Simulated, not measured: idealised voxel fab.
Process module under the name voxel wiring stack
The figure presents cross-section cut, which has a width of 270 nm and is divided into square cells with an edge length of 5 nm.
Cross-section format: a grid of square cells, given as bands from top to bottom; each band is one or more rows of cells. Band: top and bottom heights (nm) first, top before bottom; then materials from left to right, widths in nm. "everywhere" marks a sole material filling the band edge to edge. "empty" denotes empty space. Measure heights from 0. That's the level where, below it, the as-received wafer is all one material. The lowest band is bottomless and extends downward; write it as in "z 0 and below". So if you see something like "30 to 40" for the width, read it as the top row of the band sitting at the first number and the bottom row at the second, with every row in between moving by the same amount as the last. For the purposes of this document, the phrase "remained unchanged" attached to a step denotes that no cell within the cross-section was modified by that step. Closed empty spaces (no open way to the top) of 8 cells or more are what "Cavities, closed" lists, each as width x height at distance from the left edge, nm for all three. Where a step's line continues beyond its settings, the continuation is a remark by the simulator itself on that step. Steps that use a mask can have "overlay nm" on their line. It says how far the mask sat to the right of where it was meant to be. Negative means to the left.

The process steps that were planned are listed below:
step 1: op RECEIVE | material Si
step 2: op CONFORMAL_DEP | material SiO2 | thk nm 15
step 3: op CONFORMAL_DEP | material SiN | thk nm 5
step 4: op DIRECTIONAL_DEP | material SiO2 | thk nm 20
step 5: op DIRECTIONAL_DEP | material aC | thk nm 10
step 6: op PATTERN | tone open | mask id METAL_1 | material resist | width nm 30 | pitch nm 55 | thk nm 30 | overlay nm 0
step 7: op DIRECTIONAL_ETCH | etch materials aC | depth nm 10
step 8: op STRIP | etch materials resist
step 9: op DIRECTIONAL_ETCH | etch materials SiO2 | depth nm 20
step 10: op DIRECTIONAL_ETCH | etch materials SiN | depth nm 5
step 11: op STRIP | etch materials aC
step 12: op CONFORMAL_DEP | material TiN | thk nm 5
step 13: op FILL_DEP | material Cu | thk nm 10
step 14: op CMP | height nm 40
step 15: op CONFORMAL_DEP | material SiCN | thk nm 5
step 16: op DIRECTIONAL_DEP | material lowk | thk nm 25
step 17: op PATTERN | tone open | mask id METAL_2 | material resist | width nm 30 | pitch nm 55 | thk nm 15 | overlay nm 0
step 18: op DIRECTIONAL_ETCH | etch materials lowk | depth nm 15
step 19: op STRIP | etch materials resist
step 20: op PATTERN | tone open | mask id METAL_2_HOLES | material resist | width nm 15 | pitch nm 110 | thk nm 15 | overlay nm 0
step 21: op DIRECTIONAL_ETCH | etch materials lowk | depth nm 10
step 22: op DIRECTIONAL_ETCH | etch materials SiCN | depth nm 5
step 23: op STRIP | etch materials resist
step 24: op CONFORMAL_DEP | material TiN | thk nm 5
step 25: op FILL_DEP | material Ru | thk nm 10
step 26: op CMP | height nm 70
step 27: op CONFORMAL_DEP | material SiN | thk nm 5

Received-state cross-section, reflecting completion of step 1:
- z 0 and below: Si everywhere
- Cavities, closed: none

Cross-section, first of two wafers, end of module, run as planned:
- z 75 to 70: SiN everywhere
- z 70 to 60: 65 of lowk / 5 of TiN / 20 of Ru / 5 of TiN / 25 of lowk / 5 of TiN / 20 of Ru / 5 of TiN / 25 of lowk / 5 of TiN / 20 of Ru / 5 of TiN / 65 of lowk
- z 60 to 55: 65 of lowk / 5 of TiN / 5 of Ru / 20 of TiN / 25 of lowk / 30 of TiN / 25 of lowk / 5 of TiN / 5 of Ru / 20 of TiN / 65 of lowk
- z 55 to 45: 65 of lowk / 5 of TiN / 5 of Ru / 5 of TiN / 95 of lowk / 5 of TiN / 5 of Ru / 5 of TiN / 80 of lowk
- z 45 to 40: 65 of SiCN / 15 of TiN / 95 of SiCN / 15 of TiN / 80 of SiCN
- z 40 to 20: 65 of SiO2 / 5 of TiN / 20 of Cu / 5 of TiN / 25 of SiO2 / 5 of TiN / 20 of Cu / 5 of TiN / 25 of SiO2 / 5 of TiN / 20 of Cu / 5 of TiN / 65 of SiO2
- z 20 to 15: 65 of SiN / 30 of TiN / 25 of SiN / 30 of TiN / 25 of SiN / 30 of TiN / 65 of SiN
- z 15 to 0: SiO2 everywhere
- z 0 and below: Si everywhere
- Cavities, closed: none

Wafer two (of two), end-of-module cross-section: start = wafer one, plan = wafer one, one run mistake:
- z 75 to 70: SiN everywhere
- z 70 to 60: 65 of lowk / 5 of TiN / 20 of Ru / 5 of TiN / 25 of lowk / 5 of TiN / 20 of Ru / 5 of TiN / 25 of lowk / 5 of TiN / 20 of Ru / 5 of TiN / 65 of lowk
- z 60 to 55: 65 of lowk / 5 of TiN / 5 of Ru / 20 of TiN / 25 of lowk / 30 of TiN / 25 of lowk / 5 of TiN / 5 of Ru / 20 of TiN / 65 of lowk
- z 55 to 45: 65 of lowk / 5 of TiN / 5 of Ru / 5 of TiN / 95 of lowk / 5 of TiN / 5 of Ru / 5 of TiN / 80 of lowk
- z 45 to 40: 65 of SiCN / 15 of TiN / 95 of SiCN / 15 of TiN / 80 of SiCN
- z 40 to 35: 65 of SiN / 30 of TiN / 25 of SiN / 30 of TiN / 25 of SiN / 30 of TiN / 65 of SiN
- z 35 to 0: SiO2 everywhere
- z 0 and below: Si everywhere
- Cavities, closed: none
Deviation noted in wafer processing: order of steps 3 and 4 inverted relative to the plan
At the finish, the second wafer shows more or fewer cells for some materials than the first does: Cu: 48 fewer | SiO2: 72 more | TiN: 24 fewer
